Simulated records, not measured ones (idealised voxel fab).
Process module name: voxel plated lines
Cross-section cut: width 225 nm, square cells of 5 nm.
A cross-section in this document is a grid of square cells, and it is written down as bands, the top band listed before the ones below it; a band is made up of one or more rows of cells. Basically the band line says how high the top is and how high the bottom is, in nm, and then what's in it from left to right, every material with its width in nm. Empty space shows up as "blank", and if a single material carries "everywhere" it runs the full band edge to edge. For the purposes of this specification, 0 denotes the height below which the wafer in its as-received condition is composed wholly of one material, and the lowermost band, lacking a lower limit, extends downward without end, as expressed in "from 0 down". Note: "30 to 40" means the width goes from the first number (top row of the band) to the second number (bottom row) in equal steps per row of cells. Key: "no modification" - step with no changed cell in the cross-section. Empty spaces without an open route to the top, at least 8 cells in extent, make up the entry "Sealed-off cavities"; each is given as width x height at distance, where the distance is measured from the left edge, and all are in nm. The remark found on a step's line after its settings is issued by the simulator itself and pertains to that step. overlay nm, on a step with a mask: how far to the right of its planned place the mask lay; to the left if negative.
-- So here's the lineup of process steps we planned
- 1: RECEIVE: material Si
- 2: CONFORMAL_DEP: material SiO2, thk nm 5
- 3: DIRECTIONAL_DEP: material TiN, thk nm 5
- 4: PATTERN: tone open, mask id LINES, material resist, width nm 30, pitch nm 45, thk nm 30, overlay nm 0
- 5: EPI: material Ru, thk nm 10
- 6: EPI: material Ru, thk nm 10
- 7: STRIP: etch materials resist
- 8: DIRECTIONAL_ETCH: etch materials TiN, depth nm 5
- 9: CONFORMAL_DEP: material SiN, thk nm 10
-- Cross-sectional view of the wafer in its as-received condition, corresponding to the state after step 1
from 0 down = Si everywhere
Sealed-off cavities: none
-- First of two wafers at the end of the module, shown in cross-section; run carried out as planned
from 40 to 30 = 40 of blank / 140 of SiN / 45 of blank
from 30 to 15 = 40 of blank / 10 of SiN / 30 of Ru / 15 of SiN / 30 of Ru / 15 of SiN / 30 of Ru / 10 of SiN / 45 of blank
from 15 to 10 = 50 of SiN / 30 of Ru / 15 of SiN / 30 of Ru / 15 of SiN / 30 of Ru / 55 of SiN
from 10 to 5 = 50 of SiN / 30 of TiN / 15 of SiN / 30 of TiN / 15 of SiN / 30 of TiN / 55 of SiN
from 5 to 0 = SiO2 everywhere
from 0 down = Si everywhere
Sealed-off cavities: none
-- Cross-section of the latter of the two wafers at module completion. It had an identical start and an identical plan to the former; in running it, one mistake was made
from 40 to 30 = 30 of blank / 160 of SiN / 35 of blank
from 30 to 20 = 40 of SiN / 140 of Ru / 45 of SiN
from 20 to 10 = Ru everywhere
from 10 to 5 = TiN everywhere
from 5 to 0 = SiO2 everywhere
from 0 down = Si everywhere
Sealed-off cavities: none
Finding, execution versus plan: transposition of steps 6 and 7 relative to the planned sequence
Final difference in cells, second wafer against first, listed per material as more or fewer: Ru: 74 more | SiN: 42 fewer | TiN: 27 more
